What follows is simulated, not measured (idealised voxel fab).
process module | voxel tone inversion
cross-section cut | 220 nm wide | cells 5 nm
A cross-section is a grid of square cells, given in bands from the top down. A band is one or more rows of cells.
Each band's line starts with the height of the band's top and of its bottom, in nm. Then come its materials from left to right, each with its width in nm. One material with "throughout" fills the band from edge to edge. "air" is empty space.
Height 0 is the level under which the wafer as received is all one material. The lowest band goes on downwards, as in "0 down".
A width such as "30 to 40" changes by the same amount from each row of cells to the next, from the band's top row to its bottom row.
"no change" after a step means that no cell of the cross-section changed.
closed voids: empty space of 8 cells or more with no open way to the top, each as width x height at its distance from the left edge, in nm
after a step's settings: what the simulator itself notes on the step
overlay nm, on a step with a mask: how far to the right of its planned place the mask lay; to the left if negative
plan
1 op RECEIVE | material Si
2 op CONFORMAL_DEP | material SiN | thk nm 5
3 op DIRECTIONAL_DEP | material polySi | thk nm 20
4 op PATTERN | tone cover | mask id POSTS | material resist | width nm 15 | pitch nm 45 | thk nm 25 | overlay nm 0
5 op DIRECTIONAL_ETCH | etch materials polySi | depth nm 20
6 op STRIP | etch materials resist
7 op FILL_DEP | material lowk | thk nm 10
8 op CMP | height nm 25
9 op STRIP | etch materials polySi
first wafer, as planned
as received, after step 1
  0 down: Si throughout
  closed voids: none
after step 2
  5 to 0: SiN throughout
  below 0: unchanged
after step 3
  25 to 5: polySi throughout
  below 5: unchanged
after step 4
  50 to 25: air 35 | resist 15 | air 30 | resist 15 | air 30 | resist 15 | air 30 | resist 15 | air 35
  below 25: unchanged
after step 5
  50 to 25: air 35 | resist 15 | air 30 | resist 15 | air 30 | resist 15 | air 30 | resist 15 | air 35
  25 to 5: air 35 | polySi 15 | air 30 | polySi 15 | air 30 | polySi 15 | air 30 | polySi 15 | air 35
  below 5: unchanged
after step 6
  25 to 5: air 35 | polySi 15 | air 30 | polySi 15 | air 30 | polySi 15 | air 30 | polySi 15 | air 35
  below 5: unchanged
after step 7
  35 to 25: lowk throughout
  25 to 5: lowk 35 | polySi 15 | lowk 30 | polySi 15 | lowk 30 | polySi 15 | lowk 30 | polySi 15 | lowk 35
  below 5: unchanged
after step 8
  25 to 5: lowk 35 | polySi 15 | lowk 30 | polySi 15 | lowk 30 | polySi 15 | lowk 30 | polySi 15 | lowk 35
  below 5: unchanged
after step 9
  25 to 5: lowk 35 | air 15 | lowk 30 | air 15 | lowk 30 | air 15 | lowk 30 | air 15 | lowk 35
  below 5: unchanged
second wafer: like start, like plan, one mistake. Through step 3 it matches the first wafer
when step 4 should have ended
  50 to 25: air 30 | resist 15 | air 30 | resist 15 | air 30 | resist 15 | air 30 | resist 15 | air 40
  below 25: unchanged
when step 5 should have ended
  50 to 25: air 30 | resist 15 | air 30 | resist 15 | air 30 | resist 15 | air 30 | resist 15 | air 40
  25 to 5: air 30 | polySi 15 | air 30 | polySi 15 | air 30 | polySi 15 | air 30 | polySi 15 | air 40
  below 5: unchanged
when step 6 should have ended
  25 to 5: air 30 | polySi 15 | air 30 | polySi 15 | air 30 | polySi 15 | air 30 | polySi 15 | air 40
  below 5: unchanged
when step 7 should have ended
  35 to 25: lowk throughout
  25 to 5: lowk 30 | polySi 15 | lowk 30 | polySi 15 | lowk 30 | polySi 15 | lowk 30 | polySi 15 | lowk 40
  below 5: unchanged
when step 8 should have ended
  25 to 5: lowk 30 | polySi 15 | lowk 30 | polySi 15 | lowk 30 | polySi 15 | lowk 30 | polySi 15 | lowk 40
  below 5: unchanged
when step 9 should have ended
  25 to 5: lowk 30 | air 15 | lowk 30 | air 15 | lowk 30 | air 15 | lowk 30 | air 15 | lowk 40
  below 5: unchanged
what went wrong: step 4 ran as: op PATTERN | tone cover | mask id POSTS | material resist | width nm 15 | pitch nm 45 | thk nm 25 | overlay nm -5
at the end the second wafer has, in cells: as many of each material as the first, in other places
